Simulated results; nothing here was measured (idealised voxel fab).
process module | voxel air gaps
cross-section cut | 195 nm wide | cells 5 nm
A cross-section is a grid of square cells, given in bands from the top down. A band is one or more rows of cells.
Each band's line starts with the height of the band's top and of its bottom, in nm. Then come its materials from left to right, each with its width in nm. One material with "throughout" fills the band from edge to edge. "air" is empty space.
Height 0 is the level under which the wafer as received is all one material. The lowest band goes on downwards, as in "0 down".
A width such as "30 to 40" changes by the same amount from each row of cells to the next, from the band's top row to its bottom row.
"no change" after a step means that no cell of the cross-section changed.
closed voids: empty space of 8 cells or more with no open way to the top, each as width x height at its distance from the left edge, in nm
after a step's settings: what the simulator itself notes on the step
overlay nm, on a step with a mask: how far to the right of its planned place the mask lay; to the left if negative
plan
1 op RECEIVE | material Si
2 op CONFORMAL_DEP | material SiO2 | thk nm 10
3 op CONFORMAL_DEP | material SiN | thk nm 5
4 op DIRECTIONAL_DEP | material SiO2 | thk nm 35
5 op MASKED_ETCH | tone open | mask id LINES | width nm 15 | pitch nm 40 | etch materials SiO2 | depth nm 35 | overlay nm 0
6 op CONFORMAL_DEP | material TiN | thk nm 5
7 op FILL_DEP | material W | thk nm 10
8 op CMP | height nm 50
9 op EPI | material Ru | thk nm 10
10 op SELECTIVE_ETCH | etch materials SiO2 | depth nm 45
11 op CONFORMAL_DEP | material SiN | thk nm 5
varied across the wafers: width nm of step 5. The plan shows the first wafer's value. All wafers start alike
first wafer as received, after step 1
  0 down: Si throughout
  closed voids: none
first wafer at the end, after step 11
  65 to 60: air 35 | SiN 125 | air 35
  60 to 50: air 35 | SiN 5 | Ru 35 | SiN 5 | Ru 35 | SiN 5 | Ru 35 | SiN 5 | air 35
  50 to 45: air 35 | SiN 15 | TiN 5 | W 5 | TiN 5 | SiN 25 | TiN 5 | W 5 | TiN 5 | SiN 25 | TiN 5 | W 5 | TiN 5 | SiN 15 | air 35
  45 to 20: air 45 | SiN 5 | TiN 5 | W 5 | TiN 5 | SiN 5 | air 15 | SiN 5 | TiN 5 | W 5 | TiN 5 | SiN 5 | air 15 | SiN 5 | TiN 5 | W 5 | TiN 5 | SiN 5 | air 45
  20 to 15: SiN 50 | TiN 15 | SiN 25 | TiN 15 | SiN 25 | TiN 15 | SiN 50
  15 to 10: SiN throughout
  10 to 0: SiO2 throughout
  0 down: Si throughout
  closed voids: 15 x 25 at 70; 15 x 25 at 110
last wafer at the end
  65 to 60: air 30 | SiN 135 | air 30
  60 to 50: air 30 | SiN 5 | Ru 125 | SiN 5 | air 30
  50 to 45: air 30 | SiN 15 | TiN 5 | W 15 | TiN 5 | SiO2 15 | TiN 5 | W 15 | TiN 5 | SiO2 15 | TiN 5 | W 15 | TiN 5 | SiN 15 | air 30
  45 to 20: air 40 | SiN 5 | TiN 5 | W 15 | TiN 5 | SiO2 15 | TiN 5 | W 15 | TiN 5 | SiO2 15 | TiN 5 | W 15 | TiN 5 | SiN 5 | air 40
  20 to 15: SiN 45 | TiN 25 | SiO2 15 | TiN 25 | SiO2 15 | TiN 25 | SiN 45
  15 to 10: SiN throughout
  10 to 0: SiO2 throughout
  0 down: Si throughout
  closed voids: none
each wafer at the end: cells of each material gained (+) or lost (-) since it was received, then its closed voids
width nm 15 | +42 Ru | +148 SiN | +78 SiO2 | +45 TiN | +18 W | closed voids: 15 x 25 at 70; 15 x 25 at 110
width nm 20 | +48 Ru | +104 SiN | +134 SiO2 | +48 TiN | +36 W | closed voids: none
width nm 25 | +50 Ru | +104 SiN | +120 SiO2 | +51 TiN | +54 W | closed voids: none
